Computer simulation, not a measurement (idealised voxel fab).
Presented below is a process module, voxel gate over fins.
220 nm wide, 5 nm square cells: that's cross-section cut.
Throughout this document, each cross-section is represented as a grid of square cells and is presented as a sequence of bands enumerated from the top downward, where a band comprises one or more rows of cells.
Per band: top height and bottom height in nm, followed by the left-to-right materials and their widths in nm; "all across" marks a single material spanning edge to edge, "blank" marks empty space.
Height 0 is the level under which the wafer as received is all one material. The lowest band goes on downwards, as in "0 and below".
With a width like "30..40", each row of cells in the band differs from the next by the same amount, the top row carrying the first number and the bottom row the second.
Given "everything unchanged" for a step, no cell of the cross-section differs between before and after that step.
"Closed cavities": sealed empty spaces, 8 cells or more, no open way to top, listed width x height at distance, with distance from the left edge and width, height and distance in nm.
Text after the settings on a step's line: the simulator's own remark on that step.
The line of a step may include "overlay nm". On a step with a mask, this value is how far to the right of its planned place the mask lay. A negative value means the mask lay to the left.
-- Process steps foreseen in the plan
1) RECEIVE | material Si
2) CONFORMAL_DEP | material SiN | thk nm 10
3) PATTERN | tone cover | mask id FINS | material resist | width nm 15 | pitch nm 50 | thk nm 15 | overlay nm 0
4) DIRECTIONAL_ETCH | etch materials SiN | depth nm 10
5) DIRECTIONAL_ETCH | etch materials Si | depth nm 35
6) STRIP | etch materials resist
7) OXIDIZE | depth nm 5
8) FILL_DEP | material SiO2 | thk nm 10
9) CMP | height nm 10
10) PATTERN | tone open | mask id RAIL | material resist | width nm 15 | thk nm 20 | overlay nm 0
11) DIRECTIONAL_ETCH | etch materials SiO2 | depth nm 40
12) STRIP | etch materials resist
13) CONFORMAL_DEP | material TiN | thk nm 5
14) FILL_DEP | material W | thk nm 5
15) CMP | height nm 5
16) SELECTIVE_ETCH | etch materials W Ru TiN | depth nm 30
17) FILL_DEP | material SiO2 | thk nm 5
18) CMP | height nm 10
19) SELECTIVE_ETCH | etch materials SiO2 | depth nm 25
20) STRIP | etch materials SiN
21) CONFORMAL_DEP | material HfO2 | thk nm 5
22) CONFORMAL_DEP | material TiN | thk nm 5
23) FILL_DEP | material W | thk nm 15
24) CMP | height nm 20
25) CONFORMAL_DEP | material SiCN | thk nm 10
The value of height nm given for step 15 in the plan refers to the first wafer; the wafers vary in this setting and are alike at the start.
-- Cross-section of the first of several wafers on receipt, reflecting completion of step 1
	0 and below | Si all across
	Closed cavities: none
-- Here is the cross-section of the first of several wafers at the end of the module, after its last step, step 25
	30 down to 20 | SiCN all across
	20 down to 10 | W all across
	10 down to 5 | W: 20; TiN: 25; W: 25; TiN: 25; W: 25; TiN: 25; W: 25; TiN: 25; W: 25
	5 down to 0 | W: 20; TiN: 5; HfO2: 15; TiN: 5; W: 25; TiN: 5; HfO2: 15; TiN: 5; W: 25; TiN: 5; HfO2: 15; TiN: 5; W: 25; TiN: 5; HfO2: 15; TiN: 5; W: 25
	0 down to -5 | W: 20; TiN: 5; HfO2: 5; Si: 5; HfO2: 5; TiN: 5; W: 25; TiN: 5; HfO2: 5; Si: 5; HfO2: 5; TiN: 5; W: 25; TiN: 5; HfO2: 5; Si: 5; HfO2: 5; TiN: 5; W: 25; TiN: 5; HfO2: 5; Si: 5; HfO2: 5; TiN: 5; W: 25
	-5 down to -10 | TiN: 25; HfO2: 5; Si: 5; HfO2: 5; TiN: 35; HfO2: 5; Si: 5; HfO2: 5; TiN: 35; HfO2: 5; Si: 5; HfO2: 5; TiN: 35; HfO2: 5; Si: 5; HfO2: 5; TiN: 30
	-10 down to -15 | HfO2: 30; Si: 5; HfO2: 45; Si: 5; HfO2: 45; Si: 5; HfO2: 45; Si: 5; HfO2: 35
	-15 down to -25 | SiO2: 30; Si: 5; SiO2: 45; Si: 5; SiO2: 45; Si: 5; SiO2: 45; Si: 5; SiO2: 35
	-25 down to -30 | SiO2: 30; Si: 5; SiO2: 15; TiN: 15; SiO2: 15; Si: 5; SiO2: 45; Si: 5; SiO2: 45; Si: 5; SiO2: 35
	-30 down to -40 | SiO2: 30; Si: 5; SiO2: 45; Si: 5; SiO2: 45; Si: 5; SiO2: 45; Si: 5; SiO2: 35
	-40 and below | Si all across
	Closed cavities: none
-- At the end of the module, the last of several wafers in cross-section
	30 down to 20 | SiCN all across
	20 down to 10 | W all across
	10 down to 5 | W: 20; TiN: 25; W: 25; TiN: 25; W: 25; TiN: 25; W: 25; TiN: 25; W: 25
	5 down to 0 | W: 20; TiN: 5; HfO2: 15; TiN: 5; W: 25; TiN: 5; HfO2: 15; TiN: 5; W: 25; TiN: 5; HfO2: 15; TiN: 5; W: 25; TiN: 5; HfO2: 15; TiN: 5; W: 25
	0 down to -5 | W: 20; TiN: 5; HfO2: 5; Si: 5; HfO2: 5; TiN: 35; HfO2: 5; Si: 5; HfO2: 5; TiN: 5; W: 25; TiN: 5; HfO2: 5; Si: 5; HfO2: 5; TiN: 5; W: 25; TiN: 5; HfO2: 5; Si: 5; HfO2: 5; TiN: 5; W: 25
	-5 down to -10 | TiN: 25; HfO2: 5; Si: 5; HfO2: 5; TiN: 5; HfO2: 25; TiN: 5; HfO2: 5; Si: 5; HfO2: 5; TiN: 35; HfO2: 5; Si: 5; HfO2: 5; TiN: 35; HfO2: 5; Si: 5; HfO2: 5; TiN: 30
	-10 down to -15 | HfO2: 30; Si: 5; HfO2: 15; TiN: 5; W: 5; TiN: 5; HfO2: 15; Si: 5; HfO2: 45; Si: 5; HfO2: 45; Si: 5; HfO2: 35
	-15 down to -25 | SiO2: 30; Si: 5; SiO2: 15; TiN: 5; W: 5; TiN: 5; SiO2: 15; Si: 5; SiO2: 45; Si: 5; SiO2: 45; Si: 5; SiO2: 35
	-25 down to -30 | SiO2: 30; Si: 5; SiO2: 15; TiN: 15; SiO2: 15; Si: 5; SiO2: 45; Si: 5; SiO2: 45; Si: 5; SiO2: 35
	-30 down to -40 | SiO2: 30; Si: 5; SiO2: 45; Si: 5; SiO2: 45; Si: 5; SiO2: 45; Si: 5; SiO2: 35
	-40 and below | Si all across
	Closed cavities: none
-- End of module, by wafer: material-by-material cell gain (+) or loss (-) since receipt, then closed voids
height nm 5, +68 HfO2, -320 Si, +88 SiCN, +197 SiO2, +71 TiN, +160 W, Closed cavities: none
height nm 10, +68 HfO2, -320 Si, +88 SiCN, +194 SiO2, +73 TiN, +161 W, Closed cavities: none
height nm 15, +68 HfO2, -320 Si, +88 SiCN, +191 SiO2, +75 TiN, +162 W, Closed cavities: none
height nm 20, +70 HfO2, -320 Si, +88 SiCN, +191 SiO2, +77 TiN, +158 W, Closed cavities: none
